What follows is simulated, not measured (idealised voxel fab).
process module | voxel tone inversion
cross-section cut | 220 nm wide | cells 5 nm
A cross-section is a grid of square cells, given in bands from the top down. A band is one or more rows of cells.
Each band's line starts with the height of the band's top and of its bottom, in nm. Then come its materials from left to right, each with its width in nm. One material with "throughout" fills the band from edge to edge. "air" is empty space.
Height 0 is the level under which the wafer as received is all one material. The lowest band goes on downwards, as in "0 down".
A width such as "30 to 40" changes by the same amount from each row of cells to the next, from the band's top row to its bottom row.
"no change" after a step means that no cell of the cross-section changed.
closed voids: empty space of 8 cells or more with no open way to the top, each as width x height at its distance from the left edge, in nm
after a step's settings: what the simulator itself notes on the step
overlay nm, on a step with a mask: how far to the right of its planned place the mask lay; to the left if negative
plan
1 op RECEIVE | material Si
2 op CONFORMAL_DEP | material SiN | thk nm 10
3 op DIRECTIONAL_DEP | material polySi | thk nm 25
4 op PATTERN | tone cover | mask id POSTS | material resist | width nm 20 | pitch nm 45 | thk nm 30 | overlay nm 0
5 op DIRECTIONAL_ETCH | etch materials polySi | depth nm 25
6 op STRIP | etch materials resist
7 op FILL_DEP | material lowk | thk nm 10
8 op CMP | height nm 35
9 op STRIP | etch materials polySi
10 op CONFORMAL_DEP | material TiN | thk nm 5
11 op FILL_DEP | material Cu | thk nm 5
12 op CMP | height nm 35
13 op CONFORMAL_DEP | material SiCN | thk nm 5
as received, after step 1
  0 down: Si throughout
  closed voids: none
a wafer at the end: this start, this plan, one mistake
  40 to 35: SiCN throughout
  35 to 25: SiN throughout
  25 to 0: polySi throughout
  0 down: Si throughout
  closed voids: none
what went wrong: steps 2 and 3 were swapped
